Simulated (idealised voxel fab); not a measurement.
Module name: voxel capacitor over wiring (process module)
Each square cell in cross-section cut measures 5 nm, and the section as a whole is 275 nm wide.
Cross-section, as written here: a square-cell grid given band by band from the top down, where a band holds one or more rows of cells.
Heads up on the band format: heights come first, top then bottom, in nm. After that it's the materials left to right, each with its width in nm. A single material flagged "everywhere" fills the whole band edge to edge, and "empty" means there's empty space there.
Note: height 0 marks the level under which the wafer is uniformly one material as received. Lowest band unbounded below, written "top 0, no bottom".
With a width like "30..40", each row of cells in the band differs from the next by the same amount, the top row carrying the first number and the bottom row the second.
It should be understood that the words "nothing different", when stated for a given step, signify that the cross-section underwent no change in any of its cells during that step.
"Closed void roster" - sealed voids, min. 8 cells, no opening to top; format: width x height at distance (distance from left edge; nm throughout).
If you see something after the settings on a step's line, that's the simulator's own remark about that step.
For masked steps, "overlay nm" on the step line gives how far right of plan the mask actually lay; a minus sign means it lay to the left.

### This section lists the process steps that were planned
- 1: RECEIVE: material Si
- 2: CONFORMAL_DEP: material SiO2, thk nm 10
- 3: DIRECTIONAL_DEP: material TiN, thk nm 5
- 4: DIRECTIONAL_DEP: material Ru, thk nm 15
- 5: DIRECTIONAL_DEP: material aC, thk nm 10
- 6: PATTERN: tone cover, mask id METAL_1, material resist, width nm 25, pitch nm 85, thk nm 30, overlay nm 0
- 7: DIRECTIONAL_ETCH: etch materials aC, depth nm 10
- 8: STRIP: etch materials resist
- 9: DIRECTIONAL_ETCH: etch materials Ru, depth nm 15
- 10: DIRECTIONAL_ETCH: etch materials TiN, depth nm 5
- 11: STRIP: etch materials aC
- 12: CONFORMAL_DEP: material SiN, thk nm 5
- 13: FILL_DEP: material lowk, thk nm 5
- 14: CMP: height nm 30
- 15: CONFORMAL_DEP: material SiCN, thk nm 5
- 16: DIRECTIONAL_DEP: material lowk, thk nm 20
- 17: PATTERN: tone open, mask id PLUG_1, material resist, width nm 15, thk nm 15, overlay nm 0
- 18: DIRECTIONAL_ETCH: etch materials lowk, depth nm 20
- 19: DIRECTIONAL_ETCH: etch materials SiCN, depth nm 5
- 20: STRIP: etch materials resist
- 21: EPI: material Ru, thk nm 10
- 22: EPI: material Ru, thk nm 10
- 23: EPI: material Ru, thk nm 5
- 24: DIRECTIONAL_DEP: material TiN, thk nm 5
- 25: DIRECTIONAL_DEP: material Al2O3, thk nm 5
- 26: DIRECTIONAL_DEP: material TiN, thk nm 5
- 27: PATTERN: tone cover, mask id UPPER_PLATE, material resist, width nm 65, thk nm 20, overlay nm 0
- 28: DIRECTIONAL_ETCH: etch materials TiN, depth nm 5
- 29: DIRECTIONAL_ETCH: etch materials Al2O3, depth nm 5
- 30: STRIP: etch materials resist
- 31: PATTERN: tone cover, mask id LOWER_PLATE, material resist, width nm 75, thk nm 20, overlay nm 0
- 32: DIRECTIONAL_ETCH: etch materials TiN, depth nm 5
- 33: STRIP: etch materials resist
- 34: FILL_DEP: material SiO2, thk nm 20
- 35: CMP: height nm 85
- 36: PATTERN: tone open, mask id PLUG_2, material resist, width nm 15, thk nm 20, overlay nm 0
- 37: DIRECTIONAL_ETCH: etch materials SiO2, depth nm 15
- 38: STRIP: etch materials resist
- 39: CONFORMAL_DEP: material TiN, thk nm 5
- 40: FILL_DEP: material W, thk nm 5
- 41: CMP: height nm 85
- 42: CONFORMAL_DEP: material SiCN, thk nm 5

### The cross-section here shows the wafer as received, i.e. in its state after step 1
top 0, no bottom | Si everywhere
Closed void roster: none

### Cross-section taken at module completion on the first of two wafers; processed per the plan
top 90, bottom 85 | SiCN everywhere
top 85, bottom 75 | SiO2=100, then TiN=5, then W=5, then TiN=5, then SiO2=160
top 75, bottom 65 | SiO2=100..90, then TiN=15..65, then SiO2=160..120
top 65, bottom 60 | SiO2=90, then Al2O3=65, then SiO2=120
top 60, bottom 55 | SiO2=85, then TiN=75, then SiO2=115
top 55, bottom 35 | lowk=90, then Ru=15, then lowk=170
top 35, bottom 30 | SiCN=90, then Ru=15, then SiCN=170
top 30, bottom 15 | lowk=75, then SiN=5, then Ru=25, then SiN=5, then lowk=50, then SiN=5, then Ru=25, then SiN=5, then lowk=80
top 15, bottom 10 | SiN=80, then TiN=25, then SiN=60, then TiN=25, then SiN=85
top 10, bottom 0 | SiO2 everywhere
top 0, no bottom | Si everywhere
Closed void roster: none

### End of module, second wafer, cross-section. Started like the first, planned like the first, run with one mistake
top 90, bottom 85 | SiCN everywhere
top 85, bottom 75 | SiO2=100, then TiN=5, then W=5, then TiN=5, then SiO2=160
top 75, bottom 70 | SiO2=100, then TiN=15, then SiO2=160
top 70, bottom 65 | SiO2 everywhere
top 65, bottom 55 | SiO2=90..85, then TiN=65..75, then SiO2=120..115
top 55, bottom 35 | lowk=90, then Ru=15, then lowk=170
top 35, bottom 30 | SiCN=90, then Ru=15, then SiCN=170
top 30, bottom 15 | lowk=75, then SiN=5, then Ru=25, then SiN=5, then lowk=50, then SiN=5, then Ru=25, then SiN=5, then lowk=80
top 15, bottom 10 | SiN=80, then TiN=25, then SiN=60, then TiN=25, then SiN=85
top 10, bottom 0 | SiO2 everywhere
top 0, no bottom | Si everywhere
Closed void roster: none
Which mistake was made when the wafer was run? plan step 25 skipped
End check, counted in cells, second wafer has more or fewer of these materials than the first: -13 Al2O3, +13 SiO2
